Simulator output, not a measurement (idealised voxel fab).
Process module name: voxel capacitor over wiring
Cross-section cut spans 205 nm and uses square cells 5 nm in size.
Cross-section, as written here: a square-cell grid given band by band from the top down, where a band holds one or more rows of cells. Each band's line starts with the height of the band's top and of its bottom, in nm. Then come its materials from left to right, each with its width in nm. One material with "everywhere" fills the band from edge to edge. "blank" is empty space. The level at which height equals 0 is the one under which the wafer, as it arrives, is entirely one material. No lower edge exists for the bottom band, which continues downward and is notated as in "0 down". Think of "30->40" as a width that walks from the first number to the second as you go down the band, top row to bottom row, taking equal-sized steps from row to row. "identical to before" means the step left every cell of the cross-section as it was. "Sealed internal cavities": sealed empty spaces, 8 cells or more, no open way to top, listed width x height at distance, with distance from the left edge and width, height and distance in nm. Text after the settings on a step's line: the simulator's own remark on that step. A step's line can hold "overlay nm"; with a mask on that step, the setting says how far right of the planned place the mask lay, while a negative setting says it lay to the left. From here on the document is pairs. In a pair, the cross-section before one process step comes with the cross-section after it, and the latter goes no deeper than the lowest band that changed. What lies in between, the step and its settings, is written under the pair. A pair may be from a different run of this module on the same starting wafer than the pair above it, so it continues from that pair only where its entry headed "Before processing" says so.

Before processing
	0 down: Si everywhere
	Sealed internal cavities: none

after
	15 to 0: SiO2 everywhere
	Unchanged below 0.
	Sealed internal cavities: none
Step applied between the pre-step and post-step cross-sections shown above: op CONFORMAL_DEP | material SiO2 | thk nm 15

Before processing: The initial state for this step is given by the after cross-section of the immediately preceding pair.

after
	20 to 15: SiCN everywhere
	Unchanged below 15.
	Sealed internal cavities: none
Step applied between the pre-step and post-step cross-sections shown above: op CONFORMAL_DEP | material SiCN | thk nm 5

Before processing: The initial state for this step is given by the after cross-section of the immediately preceding pair.

after
	45 to 20: lowk everywhere
	Unchanged below 20.
	Sealed internal cavities: none
Step applied between the pre-step and post-step cross-sections shown above: op DIRECTIONAL_DEP | material lowk | thk nm 25

Before processing: The initial state for this step is given by the after cross-section of the immediately preceding pair.

after
	45 to 20: lowk=45 / blank=25 / lowk=65 / blank=25 / lowk=45
	Unchanged below 20.
	Sealed internal cavities: none
Step applied between the pre-step and post-step cross-sections shown above: op MASKED_ETCH | tone open | mask id METAL_1 | width nm 25 | pitch nm 90 | etch materials lowk | depth nm 25 | overlay nm 0

Before processing: The initial state for this step is given by the after cross-section of the immediately preceding pair.

after
	45 to 20: lowk=45 / blank=25 / lowk=65 / blank=25 / lowk=45
	20 to 15: SiCN=45 / blank=25 / SiCN=65 / blank=25 / SiCN=45
	Unchanged below 15.
	Sealed internal cavities: none
Step applied between the pre-step and post-step cross-sections shown above: op MASKED_ETCH | tone open | mask id METAL_1 | width nm 25 | pitch nm 90 | etch materials SiCN | depth nm 5 | overlay nm 0

Before processing: The initial state for this step is given by the after cross-section of the immediately preceding pair.

after
	50 to 45: TiN=50 / blank=15 / TiN=75 / blank=15 / TiN=50
	45 to 20: lowk=45 / TiN=5 / blank=15 / TiN=5 / lowk=65 / TiN=5 / blank=15 / TiN=5 / lowk=45
	20 to 15: SiCN=45 / TiN=25 / SiCN=65 / TiN=25 / SiCN=45
	Unchanged below 15.
	Sealed internal cavities: none
Step applied between the pre-step and post-step cross-sections shown above: op CONFORMAL_DEP | material TiN | thk nm 5

Before processing: The initial state for this step is given by the after cross-section of the immediately preceding pair.

after
	55 to 50: Cu everywhere
	50 to 45: TiN=50 / Cu=15 / TiN=75 / Cu=15 / TiN=50
	45 to 20: lowk=45 / TiN=5 / Cu=15 / TiN=5 / lowk=65 / TiN=5 / Cu=15 / TiN=5 / lowk=45
	Unchanged below 20.
	Sealed internal cavities: none
Step applied between the pre-step and post-step cross-sections shown above: op FILL_DEP | material Cu | thk nm 5

Before processing: The initial state for this step is given by the after cross-section of the immediately preceding pair.

after
	45 to 20: lowk=45 / TiN=5 / Cu=15 / TiN=5 / lowk=65 / TiN=5 / Cu=15 / TiN=5 / lowk=45
	Unchanged below 20.
	Sealed internal cavities: none
Step applied between the pre-step and post-step cross-sections shown above: op CMP | height nm 45

Before processing: The initial state for this step is given by the after cross-section of the immediately preceding pair.

after
	50 to 45: SiCN everywhere
	Unchanged below 45.
	Sealed internal cavities: none
Step applied between the pre-step and post-step cross-sections shown above: op CONFORMAL_DEP | material SiCN | thk nm 5

Before processing: The initial state for this step is given by the after cross-section of the immediately preceding pair.

after
	60 to 50: lowk everywhere
	Unchanged below 50.
	Sealed internal cavities: none
Step applied between the pre-step and post-step cross-sections shown above: op DIRECTIONAL_DEP | material lowk | thk nm 10

Before processing: The initial state for this step is given by the after cross-section of the immediately preceding pair.

after
	75 to 60: aC everywhere
	Unchanged below 60.
	Sealed internal cavities: none
Step applied between the pre-step and post-step cross-sections shown above: op DIRECTIONAL_DEP | material aC | thk nm 15

Before processing: The initial state for this step is given by the after cross-section of the immediately preceding pair.

after
	105 to 75: resist=55 / blank=15 / resist=135
	Unchanged below 75.
	Sealed internal cavities: none
Step applied between the pre-step and post-step cross-sections shown above: op PATTERN | tone open | mask id PLUG_1 | material resist | width nm 15 | thk nm 30 | overlay nm 0

Before processing: The initial state for this step is given by the after cross-section of the immediately preceding pair.

after
	90 to 75: resist=55 / blank=15 / resist=135
	75 to 60: aC=55 / blank=15 / aC=135
	Unchanged below 60.
	Sealed internal cavities: none
Step applied between the pre-step and post-step cross-sections shown above: op DIRECTIONAL_ETCH | etch materials aC | depth nm 15

Before processing: The initial state for this step is given by the after cross-section of the immediately preceding pair.

after
	75 to 60: aC=55 / blank=15 / aC=135
	Unchanged below 60.
	Sealed internal cavities: none
Step applied between the pre-step and post-step cross-sections shown above: op STRIP | etch materials resist

Before processing: The initial state for this step is given by the after cross-section of the immediately preceding pair.

after
	75 to 60: aC=55 / blank=15 / aC=135
	60 to 50: lowk=55 / blank=15 / lowk=135
	Unchanged below 50.
	Sealed internal cavities: none
Step applied between the pre-step and post-step cross-sections shown above: op DIRECTIONAL_ETCH | etch materials lowk | depth nm 10

Before processing: The initial state for this step is given by the after cross-section of the immediately preceding pair.

after
	75 to 60: aC=55 / blank=15 / aC=135
	60 to 50: lowk=55 / blank=15 / lowk=135
	50 to 45: SiCN=55 / blank=15 / SiCN=135
	Unchanged below 45.
	Sealed internal cavities: none
Step applied between the pre-step and post-step cross-sections shown above: op DIRECTIONAL_ETCH | etch materials SiCN | depth nm 5

Before processing: The initial state for this step is given by the after cross-section of the immediately preceding pair.

after
	60 to 50: lowk=55 / blank=15 / lowk=135
	Unchanged below 50.
	Sealed internal cavities: none
Step applied between the pre-step and post-step cross-sections shown above: op STRIP | etch materials aC

Before processing: The initial state for this step is given by the after cross-section of the immediately preceding pair.

after
	60 to 55: lowk=55 / blank=15 / lowk=135
	55 to 50: lowk=55 / Ru=15 / lowk=135
	50 to 45: SiCN=55 / Ru=15 / SiCN=135
	Unchanged below 45.
	Sealed internal cavities: none
Step applied between the pre-step and post-step cross-sections shown above: op EPI | material Ru | thk nm 10

Before processing: The initial state for this step is given by the after cross-section of the immediately preceding pair.

after
	60 to 50: lowk=55 / Ru=15 / lowk=135
	Unchanged below 50.
	Sealed internal cavities: none
Step applied between the pre-step and post-step cross-sections shown above: op EPI | material Ru | thk nm 5

Before processing: The initial state for this step is given by the after cross-section of the immediately preceding pair.

after
	65 to 60: TiN everywhere
	Unchanged below 60.
	Sealed internal cavities: none
Step applied between the pre-step and post-step cross-sections shown above: op DIRECTIONAL_DEP | material TiN | thk nm 5

Before processing: The initial state for this step is given by the after cross-section of the immediately preceding pair.

after
	70 to 65: SiN everywhere
	Unchanged below 65.
	Sealed internal cavities: none
Step applied between the pre-step and post-step cross-sections shown above: op DIRECTIONAL_DEP | material SiN | thk nm 5

Before processing: The initial state for this step is given by the after cross-section of the immediately preceding pair.

after
	75 to 70: TiN everywhere
	Unchanged below 70.
	Sealed internal cavities: none
Step applied between the pre-step and post-step cross-sections shown above: op DIRECTIONAL_DEP | material TiN | thk nm 5

Before processing: The initial state for this step is given by the after cross-section of the immediately preceding pair.

after
	90 to 75: blank=55 / resist=70 / blank=80
	Unchanged below 75.
	Sealed internal cavities: none
Step applied between the pre-step and post-step cross-sections shown above: op PATTERN | tone cover | mask id UPPER_PLATE | material resist | width nm 70 | thk nm 15 | overlay nm 0

Before processing: The initial state for this step is given by the after cross-section of the immediately preceding pair.

after
	90 to 75: blank=55 / resist=70 / blank=80
	75 to 70: blank=55 / TiN=70 / blank=80
	Unchanged below 70.
	Sealed internal cavities: none
Step applied between the pre-step and post-step cross-sections shown above: op DIRECTIONAL_ETCH | etch materials TiN | depth nm 5

Before processing: The initial state for this step is given by the after cross-section of the immediately preceding pair.

after
	90 to 75: blank=55 / resist=70 / blank=80
	75 to 70: blank=55 / TiN=70 / blank=80
	70 to 65: blank=55 / SiN=70 / blank=80
	Unchanged below 65.
	Sealed internal cavities: none
Step applied between the pre-step and post-step cross-sections shown above: op DIRECTIONAL_ETCH | etch materials SiN | depth nm 5

Before processing: The initial state for this step is given by the after cross-section of the immediately preceding pair.

after
	75 to 70: blank=55 / TiN=70 / blank=80
	Unchanged below 70.
	Sealed internal cavities: none
Step applied between the pre-step and post-step cross-sections shown above: op STRIP | etch materials resist

Before processing: The initial state for this step is given by the after cross-section of the immediately preceding pair.

after
	90 to 80: blank=55 / aC=70 / blank=80
	80 to 75: aC everywhere
	75 to 70: aC=55 / TiN=70 / aC=80
	70 to 65: aC=55 / SiN=70 / aC=80
	Unchanged below 65.
	Sealed internal cavities: none
Step applied between the pre-step and post-step cross-sections shown above: op DIRECTIONAL_DEP | material aC | thk nm 15

Before processing: The initial state for this step is given by the after cross-section of the immediately preceding pair.

after
	125 to 90: blank=50 / resist=80 / blank=75
	90 to 80: blank=50 / resist=5 / aC=70 / resist=5 / blank=75
	Unchanged below 80.
	Sealed internal cavities: none
Step applied between the pre-step and post-step cross-sections shown above: op PATTERN | tone cover | mask id LOWER_PLATE | material resist | width nm 80 | thk nm 35 | overlay nm 0

Before processing: The initial state for this step is given by the after cross-section of the immediately preceding pair.

after
	110 to 90: blank=50 / resist=80 / blank=75
	90 to 80: blank=50 / resist=5 / aC=70 / resist=5 / blank=75
	80 to 75: blank=50 / aC=80 / blank=75
	75 to 70: blank=50 / aC=5 / TiN=70 / aC=5 / blank=75
	70 to 65: blank=50 / aC=5 / SiN=70 / aC=5 / blank=75
	Unchanged below 65.
	Sealed internal cavities: none
Step applied between the pre-step and post-step cross-sections shown above: op DIRECTIONAL_ETCH | etch materials aC | depth nm 15

Before processing: The initial state for this step is given by the after cross-section of the immediately preceding pair.

after
	90 to 80: blank=55 / aC=70 / blank=80
	Unchanged below 80.
	Sealed internal cavities: none
Step applied between the pre-step and post-step cross-sections shown above: op STRIP | etch materials resist

Before processing: The initial state for this step is given by the after cross-section of the immediately preceding pair.

after
	90 to 80: blank=55 / aC=70 / blank=80
	80 to 75: blank=50 / aC=80 / blank=75
	75 to 70: blank=50 / aC=5 / TiN=70 / aC=5 / blank=75
	70 to 65: blank=50 / aC=5 / SiN=70 / aC=5 / blank=75
	65 to 60: blank=50 / TiN=80 / blank=75
	Unchanged below 60.
	Sealed internal cavities: none
Step applied between the pre-step and post-step cross-sections shown above: op DIRECTIONAL_ETCH | etch materials TiN | depth nm 5

Before processing: The initial state for this step is given by the after cross-section of the immediately preceding pair.

after
	75 to 70: blank=55 / TiN=70 / blank=80
	70 to 65: blank=55 / SiN=70 / blank=80
	Unchanged below 65.
	Sealed internal cavities: none
Step applied between the pre-step and post-step cross-sections shown above: op STRIP | etch materials aC

Before processing: The initial state for this step is given by the after cross-section of the immediately preceding pair.

after
	95 to 75: SiO2 everywhere
	75 to 70: SiO2=55 / TiN=70 / SiO2=80
	70 to 65: SiO2=55 / SiN=70 / SiO2=80
	65 to 60: SiO2=50 / TiN=80 / SiO2=75
	Unchanged below 60.
	Sealed internal cavities: none
Step applied between the pre-step and post-step cross-sections shown above: op FILL_DEP | material SiO2 | thk nm 20

Before processing: The initial state for this step is given by the after cross-section of the immediately preceding pair.

after
	90 to 75: SiO2 everywhere
	Unchanged below 75.
	Sealed internal cavities: none
Step applied between the pre-step and post-step cross-sections shown above: op CMP | height nm 90

Before processing: The initial state for this step is given by the after cross-section of the immediately preceding pair.

after
	105 to 90: aC everywhere
	Unchanged below 90.
	Sealed internal cavities: none
Step applied between the pre-step and post-step cross-sections shown above: op DIRECTIONAL_DEP | material aC | thk nm 15

Before processing: The initial state for this step is given by the after cross-section of the immediately preceding pair.

after
	140 to 105: resist=65 / blank=15 / resist=125
	Unchanged below 105.
	Sealed internal cavities: none
Step applied between the pre-step and post-step cross-sections shown above: op PATTERN | tone open | mask id PLUG_2 | material resist | width nm 15 | thk nm 35 | overlay nm 0

Before processing: The initial state for this step is given by the after cross-section of the immediately preceding pair.

after
	125 to 105: resist=65 / blank=15 / resist=125
	105 to 90: aC=65 / blank=15 / aC=125
	Unchanged below 90.
	Sealed internal cavities: none
Step applied between the pre-step and post-step cross-sections shown above: op DIRECTIONAL_ETCH | etch materials aC | depth nm 15

Before processing: The initial state for this step is given by the after cross-section of the immediately preceding pair.

after
	105 to 90: aC=65 / blank=15 / aC=125
	Unchanged below 90.
	Sealed internal cavities: none
Step applied between the pre-step and post-step cross-sections shown above: op STRIP | etch materials resist

Before processing: The initial state for this step is given by the after cross-section of the immediately preceding pair.

after
	105 to 90: aC=65 / blank=15 / aC=125
	90 to 75: SiO2=65 / blank=15 / SiO2=125
	Unchanged below 75.
	Sealed internal cavities: none
Step applied between the pre-step and post-step cross-sections shown above: op DIRECTIONAL_ETCH | etch materials SiO2 | depth nm 15

Before processing: The initial state for this step is given by the after cross-section of the immediately preceding pair.

after
	90 to 75: SiO2=65 / blank=15 / SiO2=125
	Unchanged below 75.
	Sealed internal cavities: none
Step applied between the pre-step and post-step cross-sections shown above: op STRIP | etch materials aC

Before processing: The initial state for this step is given by the after cross-section of the immediately preceding pair.

after
	95 to 90: TiN=70 / blank=5 / TiN=130
	90 to 80: SiO2=65 / TiN=5 / blank=5 / TiN=5 / SiO2=125
	80 to 70: SiO2=65->55 / TiN=15->70 / SiO2=125->80
	Unchanged below 70.
	Sealed internal cavities: none
Step applied between the pre-step and post-step cross-sections shown above: op CONFORMAL_DEP | material TiN | thk nm 5

Before processing: The initial state for this step is given by the after cross-section of the immediately preceding pair.

after
	105 to 95: Cu everywhere
	95 to 90: TiN=70 / Cu=5 / TiN=130
	90 to 80: SiO2=65 / TiN=5 / Cu=5 / TiN=5 / SiO2=125
	Unchanged below 80.
	Sealed internal cavities: none
Step applied between the pre-step and post-step cross-sections shown above: op FILL_DEP | material Cu | thk nm 10

Before processing: The initial state for this step is given by the after cross-section of the immediately preceding pair.

after
	90 to 80: SiO2=65 / TiN=5 / Cu=5 / TiN=5 / SiO2=125
	Unchanged below 80.
	Sealed internal cavities: none
Step applied between the pre-step and post-step cross-sections shown above: op CMP | height nm 90

Before processing: The initial state for this step is given by the after cross-section of the immediately preceding pair.

after
	95 to 90: SiCN everywhere
	Unchanged below 90.
	Sealed internal cavities: none
Step applied between the pre-step and post-step cross-sections shown above: op CONFORMAL_DEP | material SiCN | thk nm 5

Before processing
	60 to 50: lowk=55 / Ru=15 / lowk=135
	50 to 45: SiCN=55 / Ru=15 / SiCN=135
	45 to 20: lowk=45 / TiN=5 / Cu=15 / TiN=5 / lowk=65 / TiN=5 / Cu=15 / TiN=5 / lowk=45
	20 to 15: SiCN=45 / TiN=25 / SiCN=65 / TiN=25 / SiCN=45
	15 to 0: SiO2 everywhere
	0 down: Si everywhere
	Sealed internal cavities: none

after
	65 to 60: SiN everywhere
	Unchanged below 60.
	Sealed internal cavities: none
Step applied between the pre-step and post-step cross-sections shown above: op DIRECTIONAL_DEP | material SiN | thk nm 5

Before processing: The initial state for this step is given by the after cross-section of the immediately preceding pair.

after
	70 to 65: TiN everywhere
	Unchanged below 65.
	Sealed internal cavities: none
Step applied between the pre-step and post-step cross-sections shown above: op DIRECTIONAL_DEP | material TiN | thk nm 5

Before processing: The initial state for this step is given by the after cross-section of the immediately preceding pair.

after
	85 to 70: blank=55 / resist=70 / blank=80
	Unchanged below 70.
	Sealed internal cavities: none
Step applied between the pre-step and post-step cross-sections shown above: op PATTERN | tone cover | mask id UPPER_PLATE | material resist | width nm 70 | thk nm 15 | overlay nm 0

Before processing: The initial state for this step is given by the after cross-section of the immediately preceding pair.

after
	85 to 70: blank=55 / resist=70 / blank=80
	70 to 65: blank=55 / TiN=70 / blank=80
	Unchanged below 65.
	Sealed internal cavities: none
Step applied between the pre-step and post-step cross-sections shown above: op DIRECTIONAL_ETCH | etch materials TiN | depth nm 5

Before processing: The initial state for this step is given by the after cross-section of the immediately preceding pair.

after
	85 to 70: blank=55 / resist=70 / blank=80
	70 to 65: blank=55 / TiN=70 / blank=80
	65 to 60: blank=55 / SiN=70 / blank=80
	Unchanged below 60.
	Sealed internal cavities: none
Step applied between the pre-step and post-step cross-sections shown above: op DIRECTIONAL_ETCH | etch materials SiN | depth nm 5

Before processing: The initial state for this step is given by the after cross-section of the immediately preceding pair.

after
	70 to 65: blank=55 / TiN=70 / blank=80
	Unchanged below 65.
	Sealed internal cavities: none
Step applied between the pre-step and post-step cross-sections shown above: op STRIP | etch materials resist

Before processing: The initial state for this step is given by the after cross-section of the immediately preceding pair.

after
	85 to 75: blank=55 / aC=70 / blank=80
	75 to 70: aC everywhere
	70 to 65: aC=55 / TiN=70 / aC=80
	65 to 60: aC=55 / SiN=70 / aC=80
	Unchanged below 60.
	Sealed internal cavities: none
Step applied between the pre-step and post-step cross-sections shown above: op DIRECTIONAL_DEP | material aC | thk nm 15

Before processing: The initial state for this step is given by the after cross-section of the immediately preceding pair.

after
	120 to 85: blank=50 / resist=80 / blank=75
	85 to 75: blank=50 / resist=5 / aC=70 / resist=5 / blank=75
	Unchanged below 75.
	Sealed internal cavities: none
Step applied between the pre-step and post-step cross-sections shown above: op PATTERN | tone cover | mask id LOWER_PLATE | material resist | width nm 80 | thk nm 35 | overlay nm 0

Before processing: The initial state for this step is given by the after cross-section of the immediately preceding pair.

after
	105 to 85: blank=50 / resist=80 / blank=75
	85 to 75: blank=50 / resist=5 / aC=70 / resist=5 / blank=75
	75 to 70: blank=50 / aC=80 / blank=75
	70 to 65: blank=50 / aC=5 / TiN=70 / aC=5 / blank=75
	65 to 60: blank=50 / aC=5 / SiN=70 / aC=5 / blank=75
	Unchanged below 60.
	Sealed internal cavities: none
Step applied between the pre-step and post-step cross-sections shown above: op DIRECTIONAL_ETCH | etch materials aC | depth nm 15

Before processing: The initial state for this step is given by the after cross-section of the immediately preceding pair.

after
	85 to 75: blank=55 / aC=70 / blank=80
	Unchanged below 75.
	Sealed internal cavities: none
Step applied between the pre-step and post-step cross-sections shown above: op STRIP | etch materials resist

Before processing: The initial state for this step is given by the after cross-section of the immediately preceding pair.

after
	70 to 65: blank=55 / TiN=70 / blank=80
	65 to 60: blank=55 / SiN=70 / blank=80
	Unchanged below 60.
	Sealed internal cavities: none
Step applied between the pre-step and post-step cross-sections shown above: op STRIP | etch materials aC

Before processing: The initial state for this step is given by the after cross-section of the immediately preceding pair.

after
	90 to 70: SiO2 everywhere
	70 to 65: SiO2=55 / TiN=70 / SiO2=80
	65 to 60: SiO2=55 / SiN=70 / SiO2=80
	Unchanged below 60.
	Sealed internal cavities: none
Step applied between the pre-step and post-step cross-sections shown above: op FILL_DEP | material SiO2 | thk nm 20

Before processing: The initial state for this step is given by the after cross-section of the immediately preceding pair.

after
	105 to 90: aC everywhere
	Unchanged below 90.
	Sealed internal cavities: none
Step applied between the pre-step and post-step cross-sections shown above: op DIRECTIONAL_DEP | material aC | thk nm 15

Before processing: The initial state for this step is given by the after cross-section of the immediately preceding pair.

after
	140 to 105: resist=65 / blank=15 / resist=125
	Unchanged below 105.
	Sealed internal cavities: none
Step applied between the pre-step and post-step cross-sections shown above: op PATTERN | tone open | mask id PLUG_2 | material resist | width nm 15 | thk nm 35 | overlay nm 0

Before processing: The initial state for this step is given by the after cross-section of the immediately preceding pair.

after
	125 to 105: resist=65 / blank=15 / resist=125
	105 to 90: aC=65 / blank=15 / aC=125
	Unchanged below 90.
	Sealed internal cavities: none
Step applied between the pre-step and post-step cross-sections shown above: op DIRECTIONAL_ETCH | etch materials aC | depth nm 15

Before processing: The initial state for this step is given by the after cross-section of the immediately preceding pair.

after
	105 to 90: aC=65 / blank=15 / aC=125
	Unchanged below 90.
	Sealed internal cavities: none
Step applied between the pre-step and post-step cross-sections shown above: op STRIP | etch materials resist

Before processing: The initial state for this step is given by the after cross-section of the immediately preceding pair.

after
	105 to 90: aC=65 / blank=15 / aC=125
	90 to 75: SiO2=65 / blank=15 / SiO2=125
	Unchanged below 75.
	Sealed internal cavities: none
Step applied between the pre-step and post-step cross-sections shown above: op DIRECTIONAL_ETCH | etch materials SiO2 | depth nm 15

Before processing: The initial state for this step is given by the after cross-section of the immediately preceding pair.

after
	90 to 75: SiO2=65 / blank=15 / SiO2=125
	Unchanged below 75.
	Sealed internal cavities: none
Step applied between the pre-step and post-step cross-sections shown above: op STRIP | etch materials aC

Before processing: The initial state for this step is given by the after cross-section of the immediately preceding pair.

after
	95 to 90: TiN=70 / blank=5 / TiN=130
	90 to 80: SiO2=65 / TiN=5 / blank=5 / TiN=5 / SiO2=125
	80 to 75: SiO2=65 / TiN=15 / SiO2=125
	Unchanged below 75.
	Sealed internal cavities: none
Step applied between the pre-step and post-step cross-sections shown above: op CONFORMAL_DEP | material TiN | thk nm 5

Before processing: The initial state for this step is given by the after cross-section of the immediately preceding pair.

after
	105 to 95: Cu everywhere
	95 to 90: TiN=70 / Cu=5 / TiN=130
	90 to 80: SiO2=65 / TiN=5 / Cu=5 / TiN=5 / SiO2=125
	Unchanged below 80.
	Sealed internal cavities: none
Step applied between the pre-step and post-step cross-sections shown above: op FILL_DEP | material Cu | thk nm 10

Before processing: The initial state for this step is given by the after cross-section of the immediately preceding pair.

after
	90 to 80: SiO2=65 / TiN=5 / Cu=5 / TiN=5 / SiO2=125
	Unchanged below 80.
	Sealed internal cavities: none
Step applied between the pre-step and post-step cross-sections shown above: op CMP | height nm 90

Before processing: The initial state for this step is given by the after cross-section of the immediately preceding pair.

after
	95 to 90: SiCN everywhere
	Unchanged below 90.
	Sealed internal cavities: none
Step applied between the pre-step and post-step cross-sections shown above: op CONFORMAL_DEP | material SiCN | thk nm 5

Before processing
	15 to 0: SiO2 everywhere
	0 down: Si everywhere
	Sealed internal cavities: none

after
	30 to 0: SiO2 everywhere
	Unchanged below 0.
	Sealed internal cavities: none
Step applied between the pre-step and post-step cross-sections shown above: op CONFORMAL_DEP | material SiO2 | thk nm 15

Before processing: The initial state for this step is given by the after cross-section of the immediately preceding pair.

after
	35 to 30: SiCN everywhere
	Unchanged below 30.
	Sealed internal cavities: none
Step applied between the pre-step and post-step cross-sections shown above: op CONFORMAL_DEP | material SiCN | thk nm 5

Before processing: The initial state for this step is given by the after cross-section of the immediately preceding pair.

after
	60 to 35: lowk everywhere
	Unchanged below 35.
	Sealed internal cavities: none
Step applied between the pre-step and post-step cross-sections shown above: op DIRECTIONAL_DEP | material lowk | thk nm 25

Before processing: The initial state for this step is given by the after cross-section of the immediately preceding pair.

after
	60 to 35: lowk=45 / blank=25 / lowk=65 / blank=25 / lowk=45
	Unchanged below 35.
	Sealed internal cavities: none
Step applied between the pre-step and post-step cross-sections shown above: op MASKED_ETCH | tone open | mask id METAL_1 | width nm 25 | pitch nm 90 | etch materials lowk | depth nm 25 | overlay nm 0

Before processing: The initial state for this step is given by the after cross-section of the immediately preceding pair.

after
	60 to 35: lowk=45 / blank=25 / lowk=65 / blank=25 / lowk=45
	35 to 30: SiCN=45 / blank=25 / SiCN=65 / blank=25 / SiCN=45
	Unchanged below 30.
	Sealed internal cavities: none
Step applied between the pre-step and post-step cross-sections shown above: op MASKED_ETCH | tone open | mask id METAL_1 | width nm 25 | pitch nm 90 | etch materials SiCN | depth nm 5 | overlay nm 0

Before processing: The initial state for this step is given by the after cross-section of the immediately preceding pair.

after
	65 to 60: TiN=50 / blank=15 / TiN=75 / blank=15 / TiN=50
	60 to 35: lowk=45 / TiN=5 / blank=15 / TiN=5 / lowk=65 / TiN=5 / blank=15 / TiN=5 / lowk=45
	35 to 30: SiCN=45 / TiN=25 / SiCN=65 / TiN=25 / SiCN=45
	Unchanged below 30.
	Sealed internal cavities: none
Step applied between the pre-step and post-step cross-sections shown above: op CONFORMAL_DEP | material TiN | thk nm 5

Before processing: The initial state for this step is given by the after cross-section of the immediately preceding pair.

after
	70 to 65: Cu everywhere
	65 to 60: TiN=50 / Cu=15 / TiN=75 / Cu=15 / TiN=50
	60 to 35: lowk=45 / TiN=5 / Cu=15 / TiN=5 / lowk=65 / TiN=5 / Cu=15 / TiN=5 / lowk=45
	Unchanged below 35.
	Sealed internal cavities: none
Step applied between the pre-step and post-step cross-sections shown above: op FILL_DEP | material Cu | thk nm 5

Before processing: The initial state for this step is given by the after cross-section of the immediately preceding pair.

after
	45 to 35: lowk=45 / TiN=5 / Cu=15 / TiN=5 / lowk=65 / TiN=5 / Cu=15 / TiN=5 / lowk=45
	Unchanged below 35.
	Sealed internal cavities: none
Step applied between the pre-step and post-step cross-sections shown above: op CMP | height nm 45

Before processing: The initial state for this step is given by the after cross-section of the immediately preceding pair.

after
	50 to 45: SiCN everywhere
	Unchanged below 45.
	Sealed internal cavities: none
Step applied between the pre-step and post-step cross-sections shown above: op CONFORMAL_DEP | material SiCN | thk nm 5

Before processing: The initial state for this step is given by the after cross-section of the immediately preceding pair.

after
	60 to 50: lowk everywhere
	Unchanged below 50.
	Sealed internal cavities: none
Step applied between the pre-step and post-step cross-sections shown above: op DIRECTIONAL_DEP | material lowk | thk nm 10

Before processing: The initial state for this step is given by the after cross-section of the immediately preceding pair.

after
	75 to 60: aC everywhere
	Unchanged below 60.
	Sealed internal cavities: none
Step applied between the pre-step and post-step cross-sections shown above: op DIRECTIONAL_DEP | material aC | thk nm 15

Before processing: The initial state for this step is given by the after cross-section of the immediately preceding pair.

after
	105 to 75: resist=55 / blank=15 / resist=135
	Unchanged below 75.
	Sealed internal cavities: none
Step applied between the pre-step and post-step cross-sections shown above: op PATTERN | tone open | mask id PLUG_1 | material resist | width nm 15 | thk nm 30 | overlay nm 0

Before processing: The initial state for this step is given by the after cross-section of the immediately preceding pair.

after
	90 to 75: resist=55 / blank=15 / resist=135
	75 to 60: aC=55 / blank=15 / aC=135
	Unchanged below 60.
	Sealed internal cavities: none
Step applied between the pre-step and post-step cross-sections shown above: op DIRECTIONAL_ETCH | etch materials aC | depth nm 15

Before processing: The initial state for this step is given by the after cross-section of the immediately preceding pair.

after
	75 to 60: aC=55 / blank=15 / aC=135
	Unchanged below 60.
	Sealed internal cavities: none
Step applied between the pre-step and post-step cross-sections shown above: op STRIP | etch materials resist

Before processing: The initial state for this step is given by the after cross-section of the immediately preceding pair.

after
	75 to 60: aC=55 / blank=15 / aC=135
	60 to 50: lowk=55 / blank=15 / lowk=135
	Unchanged below 50.
	Sealed internal cavities: none
Step applied between the pre-step and post-step cross-sections shown above: op DIRECTIONAL_ETCH | etch materials lowk | depth nm 10

Before processing: The initial state for this step is given by the after cross-section of the immediately preceding pair.

after
	75 to 60: aC=55 / blank=15 / aC=135
	60 to 50: lowk=55 / blank=15 / lowk=135
	50 to 45: SiCN=55 / blank=15 / SiCN=135
	Unchanged below 45.
	Sealed internal cavities: none
Step applied between the pre-step and post-step cross-sections shown above: op DIRECTIONAL_ETCH | etch materials SiCN | depth nm 5

Before processing: The initial state for this step is given by the after cross-section of the immediately preceding pair.

after
	60 to 50: lowk=55 / blank=15 / lowk=135
	Unchanged below 50.
	Sealed internal cavities: none
Step applied between the pre-step and post-step cross-sections shown above: op STRIP | etch materials aC

Before processing: The initial state for this step is given by the after cross-section of the immediately preceding pair.

after
	60 to 55: lowk=55 / blank=15 / lowk=135
	55 to 50: lowk=55 / Ru=15 / lowk=135
	50 to 45: SiCN=55 / Ru=15 / SiCN=135
	Unchanged below 45.
	Sealed internal cavities: none
Step applied between the pre-step and post-step cross-sections shown above: op EPI | material Ru | thk nm 10

Before processing: The initial state for this step is given by the after cross-section of the immediately preceding pair.

after
	60 to 50: lowk=55 / Ru=15 / lowk=135
	Unchanged below 50.
	Sealed internal cavities: none
Step applied between the pre-step and post-step cross-sections shown above: op EPI | material Ru | thk nm 5

Before processing: The initial state for this step is given by the after cross-section of the immediately preceding pair.

after
	65 to 60: TiN everywhere
	Unchanged below 60.
	Sealed internal cavities: none
Step applied between the pre-step and post-step cross-sections shown above: op DIRECTIONAL_DEP | material TiN | thk nm 5

Before processing: The initial state for this step is given by the after cross-section of the immediately preceding pair.

after
	70 to 65: SiN everywhere
	Unchanged below 65.
	Sealed internal cavities: none
Step applied between the pre-step and post-step cross-sections shown above: op DIRECTIONAL_DEP | material SiN | thk nm 5

Before processing: The initial state for this step is given by the after cross-section of the immediately preceding pair.

after
	75 to 70: TiN everywhere
	Unchanged below 70.
	Sealed internal cavities: none
Step applied between the pre-step and post-step cross-sections shown above: op DIRECTIONAL_DEP | material TiN | thk nm 5

Before processing: The initial state for this step is given by the after cross-section of the immediately preceding pair.

after
	90 to 75: blank=55 / resist=70 / blank=80
	Unchanged below 75.
	Sealed internal cavities: none
Step applied between the pre-step and post-step cross-sections shown above: op PATTERN | tone cover | mask id UPPER_PLATE | material resist | width nm 70 | thk nm 15 | overlay nm 0

Before processing: The initial state for this step is given by the after cross-section of the immediately preceding pair.

after
	90 to 75: blank=55 / resist=70 / blank=80
	75 to 70: blank=55 / TiN=70 / blank=80
	Unchanged below 70.
	Sealed internal cavities: none
Step applied between the pre-step and post-step cross-sections shown above: op DIRECTIONAL_ETCH | etch materials TiN | depth nm 5

Before processing: The initial state for this step is given by the after cross-section of the immediately preceding pair.

after
	90 to 75: blank=55 / resist=70 / blank=80
	75 to 70: blank=55 / TiN=70 / blank=80
	70 to 65: blank=55 / SiN=70 / blank=80
	Unchanged below 65.
	Sealed internal cavities: none
Step applied between the pre-step and post-step cross-sections shown above: op DIRECTIONAL_ETCH | etch materials SiN | depth nm 5
